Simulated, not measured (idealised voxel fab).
A process module follows: voxel transistor to metal.
In the cross-section labelled cut, the width is 200 nm and each square cell is 5 nm.
A cross-section in this document is a grid of square cells, and it is written down as bands, the top band listed before the ones below it; a band is made up of one or more rows of cells. Quick guide to a band line: top height, bottom height (nm) up front; then every material left to right with its width in nm. Only one material and it's marked "full width"? Then it fills the band edge to edge. And "empty" just means empty space. Below 0: as-received wafer, all one material; heights counted from there. Lowest band: no bottom, goes on down, written "0 and below". Width "30 to 40": first value at the band's top row of cells, second value at its bottom row, equal change from row to row. Any step labelled "remained unchanged" changed none of the cells in the cross-section. Empty spaces counting at least 8 cells and having no open way to the top are listed in "Voids lacking openings". The notation width x height at distance is used for each, the distance being from the left edge and all three values in nm. On a step's line, text after the settings is the simulator commenting on that step. The setting "overlay nm" may be written on the line of a step. When the step uses a mask, the value reports how far to the right of the planned place the mask lay, and a negative value reports that it lay to the left.

PLAN
| 1 | RECEIVE (material Si) |
| 2 | CONFORMAL_DEP (material SiO2; thk nm 5) |
| 3 | CONFORMAL_DEP (material SiN; thk nm 15) |
| 4 | MASKED_ETCH (tone cover; mask id ACTIVE; width nm 115; etch materials SiN; depth nm 15; overlay nm 0) |
| 5 | MASKED_ETCH (tone cover; mask id ACTIVE; width nm 115; etch materials SiO2; depth nm 5; overlay nm 0) |
| 6 | MASKED_ETCH (tone cover; mask id ACTIVE; width nm 115; etch materials Si; depth nm 20; overlay nm 0) |
| 7 | FILL_DEP (material SiO2; thk nm 15) |
| 8 | CMP (height nm 20) |
| 9 | SELECTIVE_ETCH (etch materials SiO2; depth nm 10) |
| 10 | STRIP (etch materials SiN) |
| 11 | SELECTIVE_ETCH (etch materials SiO2; depth nm 5) |
| 12 | OXIDIZE (depth nm 5) |
| 13 | DIRECTIONAL_DEP (material polySi; thk nm 25) |
| 14 | DIRECTIONAL_DEP (material SiCN; thk nm 10) |
| 15 | MASKED_ETCH (tone cover; mask id GATE; width nm 25; etch materials SiCN; depth nm 20; overlay nm 0) |
| 16 | MASKED_ETCH (tone cover; mask id GATE; width nm 25; etch materials polySi; depth nm 35; overlay nm -10) |
| 17 | CONFORMAL_DEP (material SiN; thk nm 10) |
| 18 | DIRECTIONAL_ETCH (etch materials SiN; depth nm 10) |
| 19 | DIRECTIONAL_ETCH (etch materials SiO2; depth nm 5) |
| 20 | EPI (material SiGe; thk nm 5) |
| 21 | FILL_DEP (material SiO2; thk nm 5) |
| 22 | CMP (height nm 35) |
| 23 | DIRECTIONAL_DEP (material SiO2; thk nm 10) |
| 24 | PATTERN (tone open; mask id CONTACT; material resist; width nm 20; pitch nm 85; thk nm 15; overlay nm 0) |
| 25 | DIRECTIONAL_ETCH (etch materials SiO2; depth nm 45) |
| 26 | STRIP (etch materials resist) |
| 27 | CONFORMAL_DEP (material TiN; thk nm 5) |
| 28 | FILL_DEP (material W; thk nm 10) |
| 29 | CMP (height nm 45) |
| 30 | DIRECTIONAL_DEP (material TiN; thk nm 5) |
| 31 | DIRECTIONAL_DEP (material Ru; thk nm 20) |
| 32 | DIRECTIONAL_DEP (material aC; thk nm 10) |
| 33 | PATTERN (tone cover; mask id METAL_1; material resist; width nm 20; pitch nm 85; thk nm 25; overlay nm 0) |
| 34 | DIRECTIONAL_ETCH (etch materials aC; depth nm 10) |
| 35 | STRIP (etch materials resist) |
| 36 | DIRECTIONAL_ETCH (etch materials Ru; depth nm 20) |
| 37 | DIRECTIONAL_ETCH (etch materials TiN; depth nm 5) |
| 38 | STRIP (etch materials aC) |
| 39 | CONFORMAL_DEP (material SiN; thk nm 5) |
| 40 | FILL_DEP (material SiO2; thk nm 5) |
| 41 | CMP (height nm 70) |
| 42 | CONFORMAL_DEP (material SiCN; thk nm 5) |
Same starting wafers, different overlay nm at step 16. Plan value belongs to the first wafer.

FIRST WAFER OF SEVERAL, AS RECEIVED: CROSS-SECTION AFTER STEP 1
  0 and below  Si full width
  Voids lacking openings: none

END OF MODULE: CROSS-SECTION OF THE FIRST OF SEVERAL WAFERS AFTER STEP 42, THE LAST STEP
  75 down to 70  SiCN full width
  70 down to 50  SiO2 40 nm / SiN 5 nm / Ru 20 nm / SiN 5 nm / SiO2 55 nm / SiN 5 nm / Ru 20 nm / SiN 5 nm / SiO2 45 nm
  50 down to 45  SiN 45 nm / TiN 20 nm / SiN 65 nm / TiN 20 nm / SiN 50 nm
  45 down to 35  SiO2 45 nm / TiN 5 nm / W 10 nm / TiN 5 nm / SiO2 65 nm / TiN 5 nm / W 10 nm / TiN 5 nm / SiO2 50 nm
  35 down to 25  SiO2 45 nm / TiN 5 nm / W 10 nm / TiN 5 nm / SiO2 10 nm / SiN 10 nm / SiCN 25 nm / SiN 10 nm / SiO2 10 nm / TiN 5 nm / W 10 nm / TiN 5 nm / SiO2 50 nm
  25 down to 5  SiO2 45 nm / TiN 5 nm / W 10 nm / TiN 5 nm / SiN 10 nm / polySi 35 nm / SiN 10 nm / SiO2 10 nm / TiN 5 nm / W 10 nm / TiN 5 nm / SiO2 50 nm
  5 down to 0  SiO2 35 nm / SiN 10 nm / TiN 20 nm / SiN 10 nm / polySi 35 nm / SiN 10 nm / SiO2 10 nm / TiN 20 nm / SiN 10 nm / SiO2 40 nm
  0 down to -5  SiO2 45 nm / SiGe 20 nm / SiO2 55 nm / SiGe 30 nm / SiO2 50 nm
  -5 down to -20  SiO2 40 nm / Si 115 nm / SiO2 45 nm
  -20 and below  Si full width
  Voids lacking openings: none

LAST WAFER AT THE END
  75 down to 70  SiCN full width
  70 down to 50  SiO2 40 nm / SiN 5 nm / Ru 20 nm / SiN 5 nm / SiO2 55 nm / SiN 5 nm / Ru 20 nm / SiN 5 nm / SiO2 45 nm
  50 down to 45  SiN 45 nm / TiN 20 nm / SiN 65 nm / TiN 20 nm / SiN 50 nm
  45 down to 35  SiO2 45 nm / TiN 5 nm / W 10 nm / TiN 5 nm / SiO2 65 nm / TiN 5 nm / W 10 nm / TiN 5 nm / SiO2 50 nm
  35 down to 25  SiO2 45 nm / TiN 5 nm / W 10 nm / TiN 5 nm / SiO2 10 nm / SiN 10 nm / SiCN 25 nm / SiN 10 nm / SiO2 10 nm / TiN 5 nm / W 10 nm / TiN 5 nm / SiO2 50 nm
  25 down to 5  SiO2 45 nm / TiN 5 nm / W 10 nm / TiN 5 nm / SiO2 10 nm / SiN 10 nm / polySi 35 nm / SiN 10 nm / TiN 5 nm / W 10 nm / TiN 5 nm / SiO2 50 nm
  5 down to 0  SiO2 35 nm / SiN 10 nm / TiN 20 nm / SiO2 10 nm / SiN 10 nm / polySi 35 nm / SiN 10 nm / TiN 20 nm / SiN 10 nm / SiO2 40 nm
  0 down to -5  SiO2 45 nm / SiGe 30 nm / SiO2 55 nm / SiGe 20 nm / SiO2 50 nm
  -5 down to -20  SiO2 40 nm / Si 115 nm / SiO2 45 nm
  -20 and below  Si full width
  Voids lacking openings: none

GAINED (+) OR LOST (-) CELLS OF EACH MATERIAL SINCE RECEIPT, THEN CLOSED VOIDS: ONE ROW PER WAFER, AT THE END OF THE MODULE
overlay nm -10 | +32 Ru | -91 Si | +50 SiCN | +10 SiGe | +80 SiN | +404 SiO2 | +48 TiN | +32 W | +35 polySi | Voids lacking openings: none
overlay nm -5 | +32 Ru | -91 Si | +50 SiCN | +11 SiGe | +80 SiN | +408 SiO2 | +48 TiN | +32 W | +30 polySi | Voids lacking openings: none
overlay nm 0 | +32 Ru | -91 Si | +50 SiCN | +12 SiGe | +80 SiN | +412 SiO2 | +48 TiN | +32 W | +25 polySi | Voids lacking openings: none
overlay nm 5 | +32 Ru | -91 Si | +50 SiCN | +11 SiGe | +80 SiN | +408 SiO2 | +48 TiN | +32 W | +30 polySi | Voids lacking openings: none
overlay nm 10 | +32 Ru | -91 Si | +50 SiCN | +10 SiGe | +80 SiN | +404 SiO2 | +48 TiN | +32 W | +35 polySi | Voids lacking openings: none
